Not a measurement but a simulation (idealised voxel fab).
Process module in this document: voxel self aligned vias
Cross-section cut spans 210 nm and uses square cells 5 nm in size.
Cross-section layout: square cells on a grid; listed as bands, top to bottom; a band spans one or more cell rows. The entry gives the band's vertical extent as a top height and a bottom height in nm, then its horizontal make-up as materials from left to right, each with a width in nm. "blank" stands for empty space; a single material marked "full width" fills the band edge to edge. Below 0: as-received wafer, all one material; heights counted from there. Lowest band: no bottom, goes on down, written "top 0, no bottom". Read "30->40" as a graded width: first number on top, second number at the bottom, same change between each pair of neighbouring rows. Reading "remains unaltered" for a step: not a cell of the cross-section changed in it. What "Trapped void list" gives you is every empty space of 8 cells or more that is cut off from the top. Each appears as width x height at distance, with the distance taken from the left edge and width, height and distance all in nm. That trailing text on a step's line, after the settings, is the simulator's own remark on the step. A step line may carry the setting "overlay nm", which, for steps involving a mask, states the distance by which the mask lay to the right of its intended position; negative values denote displacement to the left.
The process steps that were planned are listed below
1 RECEIVE [material Si]
2 CONFORMAL_DEP [material SiO2] [thk nm 10]
3 CONFORMAL_DEP [material SiCN] [thk nm 5]
4 DIRECTIONAL_DEP [material SiO2] [thk nm 25]
5 DIRECTIONAL_DEP [material aC] [thk nm 15]
6 PATTERN [tone open] [mask id LINES] [material resist] [width nm 20] [pitch nm 65] [thk nm 30] [overlay nm 0]
7 DIRECTIONAL_ETCH [etch materials aC] [depth nm 15]
8 STRIP [etch materials resist]
9 DIRECTIONAL_ETCH [etch materials SiO2] [depth nm 25]
10 STRIP [etch materials aC]
11 CONFORMAL_DEP [material TiN] [thk nm 5]
12 FILL_DEP [material Ru] [thk nm 10]
13 CMP [height nm 40]
14 SELECTIVE_ETCH [etch materials W Ru TiN] [depth nm 10]
15 FILL_DEP [material SiN] [thk nm 5]
16 CMP [height nm 40]
17 DIRECTIONAL_DEP [material SiO2] [thk nm 20]
18 MASKED_ETCH [tone open] [mask id VIAS] [width nm 40] [pitch nm 130] [etch materials SiO2] [depth nm 20] [overlay nm 0]
19 MASKED_ETCH [tone open] [mask id VIAS] [width nm 40] [pitch nm 130] [etch materials SiN] [depth nm 10] [overlay nm 0]
20 CONFORMAL_DEP [material TiN] [thk nm 5]
21 FILL_DEP [material Cu] [thk nm 10]
22 CMP [height nm 60]
23 CONFORMAL_DEP [material SiCN] [thk nm 5]
First out of two wafers; run went to plan
Received-state cross-section, reflecting completion of step 1
  top 0, no bottom = Si full width
  Trapped void list: none
Wafer section view after processing step 2
  top 10, bottom 0 = SiO2 full width
  below 0: unchanged
Wafer section view after processing step 3
  top 15, bottom 10 = SiCN full width
  below 10: unchanged
Wafer section view after processing step 4
  top 40, bottom 15 = SiO2 full width
  below 15: unchanged
Wafer section view after processing step 5
  top 55, bottom 40 = aC full width
  below 40: unchanged
Wafer section view after processing step 6
  top 85, bottom 55 = resist 30 | blank 20 | resist 45 | blank 20 | resist 45 | blank 20 | resist 30
  below 55: unchanged
Wafer section view after processing step 7
  top 70, bottom 55 = resist 30 | blank 20 | resist 45 | blank 20 | resist 45 | blank 20 | resist 30
  top 55, bottom 40 = aC 30 | blank 20 | aC 45 | blank 20 | aC 45 | blank 20 | aC 30
  below 40: unchanged
Wafer section view after processing step 8
  top 55, bottom 40 = aC 30 | blank 20 | aC 45 | blank 20 | aC 45 | blank 20 | aC 30
  below 40: unchanged
Wafer section view after processing step 9
  top 55, bottom 40 = aC 30 | blank 20 | aC 45 | blank 20 | aC 45 | blank 20 | aC 30
  top 40, bottom 15 = SiO2 30 | blank 20 | SiO2 45 | blank 20 | SiO2 45 | blank 20 | SiO2 30
  below 15: unchanged
Wafer section view after processing step 10
  top 40, bottom 15 = SiO2 30 | blank 20 | SiO2 45 | blank 20 | SiO2 45 | blank 20 | SiO2 30
  below 15: unchanged
Wafer section view after processing step 11
  top 45, bottom 40 = TiN 35 | blank 10 | TiN 55 | blank 10 | TiN 55 | blank 10 | TiN 35
  top 40, bottom 20 = SiO2 30 | TiN 5 | blank 10 | TiN 5 | SiO2 45 | TiN 5 | blank 10 | TiN 5 | SiO2 45 | TiN 5 | blank 10 | TiN 5 | SiO2 30
  top 20, bottom 15 = SiO2 30 | TiN 20 | SiO2 45 | TiN 20 | SiO2 45 | TiN 20 | SiO2 30
  below 15: unchanged
Wafer section view after processing step 12
  top 55, bottom 45 = Ru full width
  top 45, bottom 40 = TiN 35 | Ru 10 | TiN 55 | Ru 10 | TiN 55 | Ru 10 | TiN 35
  top 40, bottom 20 = SiO2 30 | TiN 5 | Ru 10 | TiN 5 | SiO2 45 | TiN 5 | Ru 10 | TiN 5 | SiO2 45 | TiN 5 | Ru 10 | TiN 5 | SiO2 30
  below 20: unchanged
Wafer section view after processing step 13
  top 40, bottom 20 = SiO2 30 | TiN 5 | Ru 10 | TiN 5 | SiO2 45 | TiN 5 | Ru 10 | TiN 5 | SiO2 45 | TiN 5 | Ru 10 | TiN 5 | SiO2 30
  below 20: unchanged
Wafer section view after processing step 14
  top 40, bottom 30 = SiO2 30 | blank 20 | SiO2 45 | blank 20 | SiO2 45 | blank 20 | SiO2 30
  below 30: unchanged
Wafer section view after processing step 15
  top 45, bottom 40 = SiN full width
  top 40, bottom 30 = SiO2 30 | SiN 20 | SiO2 45 | SiN 20 | SiO2 45 | SiN 20 | SiO2 30
  below 30: unchanged
Wafer section view after processing step 16
  top 40, bottom 30 = SiO2 30 | SiN 20 | SiO2 45 | SiN 20 | SiO2 45 | SiN 20 | SiO2 30
  below 30: unchanged
Wafer section view after processing step 17
  top 60, bottom 40 = SiO2 full width
  below 40: unchanged
Wafer section view after processing step 18
  top 60, bottom 40 = SiO2 20 | blank 40 | SiO2 90 | blank 40 | SiO2 20
  below 40: unchanged
Wafer section view after processing step 19
  top 60, bottom 40 = SiO2 20 | blank 40 | SiO2 90 | blank 40 | SiO2 20
  top 40, bottom 30 = SiO2 30 | blank 20 | SiO2 45 | SiN 20 | SiO2 45 | blank 20 | SiO2 30
  below 30: unchanged
Wafer section view after processing step 20
  top 65, bottom 60 = TiN 25 | blank 30 | TiN 100 | blank 30 | TiN 25
  top 60, bottom 45 = SiO2 20 | TiN 5 | blank 30 | TiN 5 | SiO2 90 | TiN 5 | blank 30 | TiN 5 | SiO2 20
  top 45, bottom 40 = SiO2 20 | TiN 15 | blank 10 | TiN 15 | SiO2 90 | TiN 15 | blank 10 | TiN 15 | SiO2 20
  top 40, bottom 35 = SiO2 30 | TiN 5 | blank 10 | TiN 5 | SiO2 45 | SiN 20 | SiO2 45 | TiN 5 | blank 10 | TiN 5 | SiO2 30
  top 35, bottom 30 = SiO2 30 | TiN 20 | SiO2 45 | SiN 20 | SiO2 45 | TiN 20 | SiO2 30
  below 30: unchanged
Wafer section view after processing step 21
  top 75, bottom 65 = Cu full width
  top 65, bottom 60 = TiN 25 | Cu 30 | TiN 100 | Cu 30 | TiN 25
  top 60, bottom 45 = SiO2 20 | TiN 5 | Cu 30 | TiN 5 | SiO2 90 | TiN 5 | Cu 30 | TiN 5 | SiO2 20
  top 45, bottom 40 = SiO2 20 | TiN 15 | Cu 10 | TiN 15 | SiO2 90 | TiN 15 | Cu 10 | TiN 15 | SiO2 20
  top 40, bottom 35 = SiO2 30 | TiN 5 | Cu 10 | TiN 5 | SiO2 45 | SiN 20 | SiO2 45 | TiN 5 | Cu 10 | TiN 5 | SiO2 30
  below 35: unchanged
Wafer section view after processing step 22
  top 60, bottom 45 = SiO2 20 | TiN 5 | Cu 30 | TiN 5 | SiO2 90 | TiN 5 | Cu 30 | TiN 5 | SiO2 20
  below 45: unchanged
Wafer section view after processing step 23
  top 65, bottom 60 = SiCN full width
  below 60: unchanged
Wafer two of the pair: same origin, same plan, one error during the run; identical to wafer one up to and including step 21
The second wafer cut through, at the time step 22 was supposed to be finished: remains unaltered
The second wafer cut through, at the time step 23 was supposed to be finished
  top 80, bottom 75 = SiCN full width
  below 75: unchanged
The mistake made against the process plan was this: the plan's step 22 went unexecuted, having been skipped
Once processing is complete, comparing cell counts shows that the second wafer has more or fewer of certain materials than the first: Cu +96; TiN +30
